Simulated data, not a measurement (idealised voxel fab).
Module name: voxel released beams (process module)
Pictured: cross-section cut, 185 nm wide, on a grid of 5 nm square cells.
Cross-section = grid of square cells, listed top down in bands; band = one or more rows. Top, bottom (nm), then materials left to right with widths (nm); lone material tagged "full width" fills the whole band edge to edge; "blank" = empty space. Heads up on the height convention: 0 is the point under which the incoming wafer is all one material, and the lowest band has no bottom, it just keeps going down, like "0..down". Width: "30 to 40" (first number = top row, second number = bottom row, same change from row to row of cells). "no change" -> step changed no cross-section cell. Basically, "Cavities, sealed" tells you about the enclosed voids: empty spaces with no open way to the top, 8 cells or bigger, each written width x height at distance, where distance is from the left edge, all in nm. The remark found on a step's line after its settings is issued by the simulator itself and pertains to that step. You can add "overlay nm" to a step's line. For a step with a mask, it describes how far the mask lay to the right of its planned position, and a negative number describes a lay to the left.
-- Steps in the process plan
| 1 | RECEIVE,material Si |
| 2 | CONFORMAL_DEP,material SiN,thk nm 10 |
| 3 | DIRECTIONAL_DEP,material SiO2,thk nm 5 |
| 4 | PATTERN,tone open,mask id ANCHOR,material resist,width nm 25,thk nm 15,overlay nm 0 |
| 5 | DIRECTIONAL_ETCH,etch materials SiO2,depth nm 10 |
| 6 | STRIP,etch materials resist |
| 7 | CONFORMAL_DEP,material TiN,thk nm 10 |
| 8 | MASKED_ETCH,tone cover,mask id BEAM,width nm 95,etch materials TiN,depth nm 10,overlay nm 0 |
| 9 | STRIP,etch materials SiO2 |
The thk nm used in step 3 is not the same on every wafer, whereas the starting condition is; the value printed in the plan is the first wafer's.
-- Cross-section of the first of several wafers on receipt, reflecting completion of step 1
* 0..down: Si full width
* Cavities, sealed: none
-- First of several wafers: cross-section at the end of the module, after step 9, its last step
* 25..20: blank (40) | TiN (15) | blank (5) | TiN (75) | blank (50)
* 20..10: blank (40 to 45) | TiN (95 to 25) | blank (50 to 115)
* 10..0: SiN full width
* 0..down: Si full width
* Cavities, sealed: none
-- Showing the last wafer in cross-section at the end of the module
* 10..0: SiN full width
* 0..down: Si full width
* Cavities, sealed: none
-- Wafer rows, end of module: cells per material gained (+) or lost (-) since receipt; closed voids last
thk nm 5; +74 SiN; +42 TiN; Cavities, sealed: none
thk nm 10; +74 SiN; +46 TiN; Cavities, sealed: none
thk nm 15; +74 SiN; Cavities, sealed: none
thk nm 20; +74 SiN; Cavities, sealed: none
thk nm 25; +74 SiN; Cavities, sealed: none
